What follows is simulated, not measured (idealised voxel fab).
This is a process module. Its name is voxel quadruple lines.
Cross-section cut spans 190 nm and uses square cells 5 nm in size.
For the purposes of this document, a cross-section shall be understood as a grid of square cells, specified as bands listed in top-to-bottom order, each band consisting of one or more rows of cells.
Top, bottom (nm), then materials left to right with widths (nm); lone material tagged "everywhere" fills the whole band edge to edge; "empty" = empty space.
Counting heights begins at 0, where everything beneath is, in the wafer as received, one material. The lowest band has no bottom; it goes on downwards, as "0 and below" shows.
Width: "30->40" (first number = top row, second number = bottom row, same change from row to row of cells).
You'll sometimes find "no alteration" written for a step, and that's the way of saying that nowhere in the cross-section did a cell change during that step.
"Enclosed void list" lists enclosed empty spaces (at least 8 cells, no open path upward to the top), each as width x height at distance from the left edge, in nm.
If you see something after the settings on a step's line, that's the simulator's own remark about that step.
overlay nm: how far to the right of its planned place the mask lay on this masked step (negative: to the left).

# Process steps foreseen in the plan
step 1: RECEIVE with material Si
step 2: CONFORMAL_DEP with material SiO2, thk nm 10
step 3: DIRECTIONAL_DEP with material W, thk nm 15
step 4: DIRECTIONAL_DEP with material polySi, thk nm 15
step 5: DIRECTIONAL_DEP with material aC, thk nm 25
step 6: PATTERN with tone cover, mask id MANDREL, material resist, width nm 15, pitch nm 60, thk nm 30, overlay nm 0
step 7: DIRECTIONAL_ETCH with etch materials aC, depth nm 25
step 8: STRIP with etch materials resist
step 9: CONFORMAL_DEP with material SiO2, thk nm 10
step 10: DIRECTIONAL_ETCH with etch materials SiO2, depth nm 10
step 11: STRIP with etch materials aC
step 12: DIRECTIONAL_ETCH with etch materials polySi, depth nm 15
step 13: STRIP with etch materials SiO2
step 14: CONFORMAL_DEP with material SiCN, thk nm 5
step 15: DIRECTIONAL_ETCH with etch materials SiCN, depth nm 5
step 16: STRIP with etch materials polySi
step 17: DIRECTIONAL_ETCH with etch materials W, depth nm 15
step 18: STRIP with etch materials SiCN
The wafers are alike at the start. At step 6, their width nm differs. The plan lists the first wafer's value.

# Step 1 complete: as-received cross-section of the first of several wafers
	0 and below  Si everywhere
	Enclosed void list: none

# Tabulated below, wafer by wafer, are the end-of-module results: for each material, the number of cells gained (+) or lost (-) relative to the as-received state, followed by the closed voids
width nm 15, +76 SiO2, +24 W, Enclosed void list: none
width nm 20, +76 SiO2, +24 W, Enclosed void list: none
width nm 25, +76 SiO2, +24 W, Enclosed void list: none
width nm 30, +76 SiO2, +24 W, Enclosed void list: none
width nm 35, +76 SiO2, +21 W, Enclosed void list: none
